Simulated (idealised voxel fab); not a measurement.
Process module under the name voxel gate over fins
We display cut, a cross-section 180 nm in width whose square cells are each 5 nm.
Cross-section = grid of square cells, listed top down in bands; band = one or more rows. Heights first: top, then bottom, in nm. Then materials, left to right, each with a width in nm. "edge to edge" on a single material: fills the band edge to edge. "air": empty space. A quick word on heights: they are counted from 0, and under that level the wafer as it came to us is one material throughout. The lowest band is different from the rest in having no bottom; it simply continues downward, written as in "0 nm and below". Width: "30 to 40" (first number = top row, second number = bottom row, same change from row to row of cells). You'll sometimes find "remains unaltered" written for a step, and that's the way of saying that nowhere in the cross-section did a cell change during that step. "Enclosed cavity list" - sealed voids, min. 8 cells, no opening to top; format: width x height at distance (distance from left edge; nm throughout). Where a step's line continues beyond its settings, the continuation is a remark by the simulator itself on that step. The line of a step may include "overlay nm". On a step with a mask, this value is how far to the right of its planned place the mask lay. A negative value means the mask lay to the left.
-- Listed below are the process steps as planned
| 1 | RECEIVE (material Si) |
| 2 | CONFORMAL_DEP (material SiN; thk nm 10) |
| 3 | DIRECTIONAL_DEP (material aC; thk nm 10) |
| 4 | PATTERN (tone cover; mask id FINS; material resist; width nm 15; pitch nm 40; thk nm 25; overlay nm 0) |
| 5 | DIRECTIONAL_ETCH (etch materials aC; depth nm 10) |
| 6 | STRIP (etch materials resist) |
| 7 | DIRECTIONAL_ETCH (etch materials SiN; depth nm 10) |
| 8 | DIRECTIONAL_ETCH (etch materials Si; depth nm 30) |
| 9 | STRIP (etch materials aC) |
| 10 | OXIDIZE (depth nm 5) |
| 11 | FILL_DEP (material SiO2; thk nm 15) |
| 12 | CMP (height nm 10) |
| 13 | SELECTIVE_ETCH (etch materials SiO2; depth nm 25) |
| 14 | STRIP (etch materials SiN) |
| 15 | CONFORMAL_DEP (material HfO2; thk nm 5) |
| 16 | CONFORMAL_DEP (material TiN; thk nm 5) |
| 17 | FILL_DEP (material W; thk nm 10) |
| 18 | CMP (height nm 15) |
| 19 | CONFORMAL_DEP (material SiCN; thk nm 10) |
-- Cross-section of the wafer as it came to us, i.e., already through step 1
0 nm and below  Si edge to edge
Enclosed cavity list: none
-- Final cross-section, module run with one mistake (start and plan as above)
25 nm to 15 nm  SiCN edge to edge
15 nm to 5 nm  W edge to edge
5 nm to 0 nm  W=20 | TiN=15 | W=25 | TiN=15 | W=25 | TiN=15 | W=25 | TiN=15 | W=25
0 nm to -10 nm  W=20 | TiN=5 | Si=5 | TiN=5 | W=25 | TiN=5 | Si=5 | TiN=5 | W=25 | TiN=5 | Si=5 | TiN=5 | W=25 | TiN=5 | Si=5 | TiN=5 | W=25
-10 nm to -15 nm  TiN=25 | Si=5 | TiN=35 | Si=5 | TiN=35 | Si=5 | TiN=35 | Si=5 | TiN=30
-15 nm to -35 nm  SiO2=25 | Si=5 | SiO2=35 | Si=5 | SiO2=35 | Si=5 | SiO2=35 | Si=5 | SiO2=30
-35 nm and below  Si edge to edge
Enclosed cavity list: none
Deviation from plan: skipped: plan step 15 (never run)
